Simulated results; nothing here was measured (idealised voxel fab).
The name of this process module is voxel air gaps.
Pictured: cross-section cut, 280 nm wide, on a grid of 5 nm square cells.
Notation: cross-section as square-cell grid; stated in bands, top first, going down; one or more cell rows per band. Per band: top height and bottom height in nm, followed by the left-to-right materials and their widths in nm; "everywhere" marks a single material spanning edge to edge, "empty" marks empty space. A quick word on heights: they are counted from 0, and under that level the wafer as it came to us is one material throughout. The lowest band is different from the rest in having no bottom; it simply continues downward, written as in "z 0 and below". Note: "30..40" means the width goes from the first number (top row of the band) to the second number (bottom row) in equal steps per row of cells. "nothing changed" after a step means that no cell of the cross-section changed. Look at "Enclosed voids" for the closed voids: empty spaces with no open path to the top, sized 8 cells or up. Each is width x height at distance, distance from the left edge, all nm. Note: text after step settings on the step line = simulator remark on that step. overlay nm: mask offset rightward from planned place, masked step; negative means leftward offset.
# So here's the lineup of process steps we planned
1: RECEIVE with material Si
2: CONFORMAL_DEP with material SiO2, thk nm 10
3: CONFORMAL_DEP with material SiN, thk nm 5
4: DIRECTIONAL_DEP with material lowk, thk nm 40
5: PATTERN with tone open, mask id LINES, material resist, width nm 20, pitch nm 45, thk nm 15, overlay nm 0
6: DIRECTIONAL_ETCH with etch materials lowk, depth nm 40
7: STRIP with etch materials resist
8: CONFORMAL_DEP with material TiN, thk nm 5
9: FILL_DEP with material Ru, thk nm 10
10: CMP with height nm 55
11: EPI with material Ru, thk nm 10
12: SELECTIVE_ETCH with etch materials lowk, depth nm 50
13: CONFORMAL_DEP with material SiCN, thk nm 5
# This is the cross-section of the wafer as we received it, i.e. after step 1
* z 0 and below: Si everywhere
* Enclosed voids: none
# Same starting wafer, same plan as above, one mistake in the execution; this is the cross-section at the end of the module
* z 70 to 65: SiCN everywhere
* z 65 to 55: Ru everywhere
* z 55 to 20: Ru 55 nm, then TiN 5 nm, then lowk 20 nm, then TiN 5 nm, then Ru 15 nm, then TiN 5 nm, then lowk 20 nm, then TiN 5 nm, then Ru 15 nm, then TiN 5 nm, then lowk 20 nm, then TiN 5 nm, then Ru 15 nm, then TiN 5 nm, then lowk 20 nm, then TiN 5 nm, then Ru 60 nm
* z 20 to 15: TiN 60 nm, then lowk 20 nm, then TiN 25 nm, then lowk 20 nm, then TiN 25 nm, then lowk 20 nm, then TiN 25 nm, then lowk 20 nm, then TiN 65 nm
* z 15 to 10: SiN everywhere
* z 10 to 0: SiO2 everywhere
* z 0 and below: Si everywhere
* Enclosed voids: none
It is concluded that the wafer was processed incorrectly with respect to the plan, in that step 5 off recipe, ran as PATTERN with tone cover, mask id LINES, material resist, width nm 20, pitch nm 45, thk nm 15, overlay nm 0
